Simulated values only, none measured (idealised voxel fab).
This is a process module. Its name is voxel double patterning.
We display cut, a cross-section 260 nm in width whose square cells are each 5 nm.
We lay out every cross-section as a grid of square cells and spell it out in bands from the top down, where one band means one or more rows of cells.
Top, bottom (nm), then materials left to right with widths (nm); lone material tagged "throughout" fills the whole band edge to edge; "blank" = empty space.
Counting heights begins at 0, where everything beneath is, in the wafer as received, one material. The lowest band has no bottom; it goes on downwards, as "0 -> down" shows.
The expression "30->40" gives the width at the extremes of the band, the first number at its top row of cells and the second at its bottom row, with the width changing by equal amounts from each row to the next in between.
What does "all unchanged" mean for a step? It means no cell of the cross-section changed in that step.
"Sealed internal cavities" specifies each empty space that is not open to the top and that occupies no fewer than 8 cells, using the form width x height at distance, the distance measured from the left edge and all three quantities in nm.
after a step's settings: what the simulator itself notes on the step
overlay nm: mask right of planned place by this much (step with mask). Neg. = left.
### The steps planned for the process are as follows
1) RECEIVE [material Si]
2) CONFORMAL_DEP [material SiN] [thk nm 10]
3) DIRECTIONAL_DEP [material SiO2] [thk nm 15]
4) DIRECTIONAL_DEP [material SiCN] [thk nm 10]
5) PATTERN [tone open] [mask id FIRST] [material resist] [width nm 15] [pitch nm 50] [thk nm 15] [overlay nm 0]
6) DIRECTIONAL_ETCH [etch materials SiCN] [depth nm 10]
7) STRIP [etch materials resist]
8) DIRECTIONAL_DEP [material aC] [thk nm 15]
9) PATTERN [tone open] [mask id SECOND] [material resist] [width nm 15] [thk nm 35] [overlay nm 0]
10) DIRECTIONAL_ETCH [etch materials aC] [depth nm 15]
11) STRIP [etch materials resist]
12) DIRECTIONAL_ETCH [etch materials SiCN] [depth nm 10]
13) STRIP [etch materials aC]
14) DIRECTIONAL_ETCH [etch materials SiO2] [depth nm 15]
15) STRIP [etch materials SiCN]
### Wafer cross-section on receipt, i.e. after step 1
	0 -> down  Si throughout
	Sealed internal cavities: none
### Cross-section: first of two wafers, module finished, run according to plan
	25 -> 10  95 nm SiO2, 15 nm blank, 10 nm SiO2, 15 nm blank, 10 nm SiO2, 15 nm blank, 100 nm SiO2
	10 -> 0  SiN throughout
	0 -> down  Si throughout
	Sealed internal cavities: none
### Cross-sectional view of the second of two wafers upon completion of the module. This wafer shared its starting condition and process plan with the first; one error was made during its execution
	15 -> 0  95 nm SiO2, 15 nm blank, 10 nm SiO2, 15 nm blank, 10 nm SiO2, 15 nm blank, 100 nm SiO2
	0 -> down  Si throughout
	Sealed internal cavities: none
Error vs. plan: yeah, step 2 of the plan got skipped, never ran
The closing comparison, in cells, has the second wafer with more or fewer of some materials than the first: SiN -104
